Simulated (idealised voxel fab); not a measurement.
Process module in this document: voxel fin reveal
Pictured: cross-section cut, 295 nm wide, on a grid of 5 nm square cells.
Notation: cross-section as square-cell grid; stated in bands, top first, going down; one or more cell rows per band. First you get the band's top height and its bottom height, in nm, and then the materials it's made of, left to right, with each width in nm. If you see a single material with "all across", that one covers the band edge to edge. "air" is empty space. Heights from 0 (as-received wafer is one material below). Bottom band endless downward, as "0 down". So if you see something like "30->40" for the width, read it as the top row of the band sitting at the first number and the bottom row at the second, with every row in between moving by the same amount as the last. Given "no alterations made" for a step, no cell of the cross-section differs between before and after that step. Look at "Closed-off voids" for the closed voids: empty spaces with no open path to the top, sized 8 cells or up. Each is width x height at distance, distance from the left edge, all nm. Post-settings text on a step line: simulator's own remark regarding the step. A step line may carry the setting "overlay nm", which, for steps involving a mask, states the distance by which the mask lay to the right of its intended position; negative values denote displacement to the left.
[Steps planned for the process]
| 1 | RECEIVE with material Si |
| 2 | CONFORMAL_DEP with material SiN, thk nm 5 |
| 3 | PATTERN with tone cover, mask id FINS, material resist, width nm 15, pitch nm 35, thk nm 15, overlay nm 0 |
| 4 | DIRECTIONAL_ETCH with etch materials SiN, depth nm 5 |
| 5 | DIRECTIONAL_ETCH with etch materials Si, depth nm 35 |
| 6 | STRIP with etch materials resist |
| 7 | FILL_DEP with material SiO2, thk nm 15 |
| 8 | CMP with height nm 5 |
| 9 | SELECTIVE_ETCH with etch materials SiO2, depth nm 25 |
| 10 | STRIP with etch materials SiN |
| 11 | CONFORMAL_DEP with material HfO2, thk nm 5 |
[The first wafer of two, processed as planned]
[So this is the incoming wafer in cross-section - it's already been through step 1]
  0 down = Si all across
  Closed-off voids: none
[Cross-section through the wafer, step 2 finished]
  5 to 0 = SiN all across
  Whatever lies below 0 is exactly as it was before.
[Cross-section through the wafer, step 3 finished]
  20 to 5 = air 85 nm, then resist 15 nm, then air 20 nm, then resist 15 nm, then air 20 nm, then resist 15 nm, then air 20 nm, then resist 15 nm, then air 90 nm
  Whatever lies below 5 is exactly as it was before.
[Cross-section through the wafer, step 4 finished]
  20 to 5 = air 85 nm, then resist 15 nm, then air 20 nm, then resist 15 nm, then air 20 nm, then resist 15 nm, then air 20 nm, then resist 15 nm, then air 90 nm
  5 to 0 = air 85 nm, then SiN 15 nm, then air 20 nm, then SiN 15 nm, then air 20 nm, then SiN 15 nm, then air 20 nm, then SiN 15 nm, then air 90 nm
  Whatever lies below 0 is exactly as it was before.
[Cross-section through the wafer, step 5 finished]
  20 to 5 = air 85 nm, then resist 15 nm, then air 20 nm, then resist 15 nm, then air 20 nm, then resist 15 nm, then air 20 nm, then resist 15 nm, then air 90 nm
  5 to 0 = air 85 nm, then SiN 15 nm, then air 20 nm, then SiN 15 nm, then air 20 nm, then SiN 15 nm, then air 20 nm, then SiN 15 nm, then air 90 nm
  0 to -35 = air 85 nm, then Si 15 nm, then air 20 nm, then Si 15 nm, then air 20 nm, then Si 15 nm, then air 20 nm, then Si 15 nm, then air 90 nm
  Whatever lies below -35 is exactly as it was before.
[Cross-section through the wafer, step 6 finished]
  5 to 0 = air 85 nm, then SiN 15 nm, then air 20 nm, then SiN 15 nm, then air 20 nm, then SiN 15 nm, then air 20 nm, then SiN 15 nm, then air 90 nm
  Whatever lies below 0 is exactly as it was before.
[Cross-section through the wafer, step 7 finished]
  20 to 5 = SiO2 all across
  5 to 0 = SiO2 85 nm, then SiN 15 nm, then SiO2 20 nm, then SiN 15 nm, then SiO2 20 nm, then SiN 15 nm, then SiO2 20 nm, then SiN 15 nm, then SiO2 90 nm
  0 to -35 = SiO2 85 nm, then Si 15 nm, then SiO2 20 nm, then Si 15 nm, then SiO2 20 nm, then Si 15 nm, then SiO2 20 nm, then Si 15 nm, then SiO2 90 nm
  Whatever lies below -35 is exactly as it was before.
[Cross-section through the wafer, step 8 finished]
  5 to 0 = SiO2 85 nm, then SiN 15 nm, then SiO2 20 nm, then SiN 15 nm, then SiO2 20 nm, then SiN 15 nm, then SiO2 20 nm, then SiN 15 nm, then SiO2 90 nm
  Whatever lies below 0 is exactly as it was before.
[Cross-section through the wafer, step 9 finished]
  5 to 0 = air 85 nm, then SiN 15 nm, then air 20 nm, then SiN 15 nm, then air 20 nm, then SiN 15 nm, then air 20 nm, then SiN 15 nm, then air 90 nm
  0 to -20 = air 85 nm, then Si 15 nm, then air 20 nm, then Si 15 nm, then air 20 nm, then Si 15 nm, then air 20 nm, then Si 15 nm, then air 90 nm
  Whatever lies below -20 is exactly as it was before.
[Cross-section through the wafer, step 10 finished]
  0 to -20 = air 85 nm, then Si 15 nm, then air 20 nm, then Si 15 nm, then air 20 nm, then Si 15 nm, then air 20 nm, then Si 15 nm, then air 90 nm
  Whatever lies below -20 is exactly as it was before.
[Cross-section through the wafer, step 11 finished]
  5 to 0 = air 80 nm, then HfO2 25 nm, then air 10 nm, then HfO2 25 nm, then air 10 nm, then HfO2 25 nm, then air 10 nm, then HfO2 25 nm, then air 85 nm
  0 to -15 = air 80 nm, then HfO2 5 nm, then Si 15 nm, then HfO2 5 nm, then air 10 nm, then HfO2 5 nm, then Si 15 nm, then HfO2 5 nm, then air 10 nm, then HfO2 5 nm, then Si 15 nm, then HfO2 5 nm, then air 10 nm, then HfO2 5 nm, then Si 15 nm, then HfO2 5 nm, then air 85 nm
  -15 to -20 = HfO2 85 nm, then Si 15 nm, then HfO2 20 nm, then Si 15 nm, then HfO2 20 nm, then Si 15 nm, then HfO2 20 nm, then Si 15 nm, then HfO2 90 nm
  Whatever lies below -20 is exactly as it was before.
[second wafer: like start, like plan, one mistake. Through step 2 it matches the first wafer]
[Planned end of step 3: second wafer, cross-section]
  20 to 5 = resist 85 nm, then air 15 nm, then resist 20 nm, then air 15 nm, then resist 20 nm, then air 15 nm, then resist 20 nm, then air 15 nm, then resist 90 nm
  Whatever lies below 5 is exactly as it was before.
[Planned end of step 4: second wafer, cross-section]
  20 to 5 = resist 85 nm, then air 15 nm, then resist 20 nm, then air 15 nm, then resist 20 nm, then air 15 nm, then resist 20 nm, then air 15 nm, then resist 90 nm
  5 to 0 = SiN 85 nm, then air 15 nm, then SiN 20 nm, then air 15 nm, then SiN 20 nm, then air 15 nm, then SiN 20 nm, then air 15 nm, then SiN 90 nm
  Whatever lies below 0 is exactly as it was before.
[Planned end of step 5: second wafer, cross-section]
  20 to 5 = resist 85 nm, then air 15 nm, then resist 20 nm, then air 15 nm, then resist 20 nm, then air 15 nm, then resist 20 nm, then air 15 nm, then resist 90 nm
  5 to 0 = SiN 85 nm, then air 15 nm, then SiN 20 nm, then air 15 nm, then SiN 20 nm, then air 15 nm, then SiN 20 nm, then air 15 nm, then SiN 90 nm
  0 to -35 = Si 85 nm, then air 15 nm, then Si 20 nm, then air 15 nm, then Si 20 nm, then air 15 nm, then Si 20 nm, then air 15 nm, then Si 90 nm
  Whatever lies below -35 is exactly as it was before.
[Planned end of step 6: second wafer, cross-section]
  5 to 0 = SiN 85 nm, then air 15 nm, then SiN 20 nm, then air 15 nm, then SiN 20 nm, then air 15 nm, then SiN 20 nm, then air 15 nm, then SiN 90 nm
  Whatever lies below 0 is exactly as it was before.
[Planned end of step 7: second wafer, cross-section]
  20 to 5 = SiO2 all across
  5 to 0 = SiN 85 nm, then SiO2 15 nm, then SiN 20 nm, then SiO2 15 nm, then SiN 20 nm, then SiO2 15 nm, then SiN 20 nm, then SiO2 15 nm, then SiN 90 nm
  0 to -35 = Si 85 nm, then SiO2 15 nm, then Si 20 nm, then SiO2 15 nm, then Si 20 nm, then SiO2 15 nm, then Si 20 nm, then SiO2 15 nm, then Si 90 nm
  Whatever lies below -35 is exactly as it was before.
[Planned end of step 8: second wafer, cross-section]
  5 to 0 = SiN 85 nm, then SiO2 15 nm, then SiN 20 nm, then SiO2 15 nm, then SiN 20 nm, then SiO2 15 nm, then SiN 20 nm, then SiO2 15 nm, then SiN 90 nm
  Whatever lies below 0 is exactly as it was before.
[Planned end of step 9: second wafer, cross-section]
  5 to 0 = SiN 85 nm, then air 15 nm, then SiN 20 nm, then air 15 nm, then SiN 20 nm, then air 15 nm, then SiN 20 nm, then air 15 nm, then SiN 90 nm
  0 to -20 = Si 85 nm, then air 15 nm, then Si 20 nm, then air 15 nm, then Si 20 nm, then air 15 nm, then Si 20 nm, then air 15 nm, then Si 90 nm
  Whatever lies below -20 is exactly as it was before.
[Planned end of step 10: second wafer, cross-section]
  0 to -20 = Si 85 nm, then air 15 nm, then Si 20 nm, then air 15 nm, then Si 20 nm, then air 15 nm, then Si 20 nm, then air 15 nm, then Si 90 nm
  Whatever lies below -20 is exactly as it was before.
[Planned end of step 11: second wafer, cross-section]
  5 to 0 = HfO2 90 nm, then air 5 nm, then HfO2 30 nm, then air 5 nm, then HfO2 30 nm, then air 5 nm, then HfO2 30 nm, then air 5 nm, then HfO2 95 nm
  0 to -15 = Si 85 nm, then HfO2 5 nm, then air 5 nm, then HfO2 5 nm, then Si 20 nm, then HfO2 5 nm, then air 5 nm, then HfO2 5 nm, then Si 20 nm, then HfO2 5 nm, then air 5 nm, then HfO2 5 nm, then Si 20 nm, then HfO2 5 nm, then air 5 nm, then HfO2 5 nm, then Si 90 nm
  -15 to -20 = Si 85 nm, then HfO2 15 nm, then Si 20 nm, then HfO2 15 nm, then Si 20 nm, then HfO2 15 nm, then Si 20 nm, then HfO2 15 nm, then Si 90 nm
  Whatever lies below -20 is exactly as it was before.
Plan not followed: step 3 was processed under conditions differing from the plan, specifically as PATTERN with tone open, mask id FINS, material resist, width nm 15, pitch nm 35, thk nm 15, overlay nm 0
Upon completion, the second wafer contains, in terms of cells, a greater or smaller amount of certain materials than the first wafer: Si: 245 more; SiO2: 105 fewer
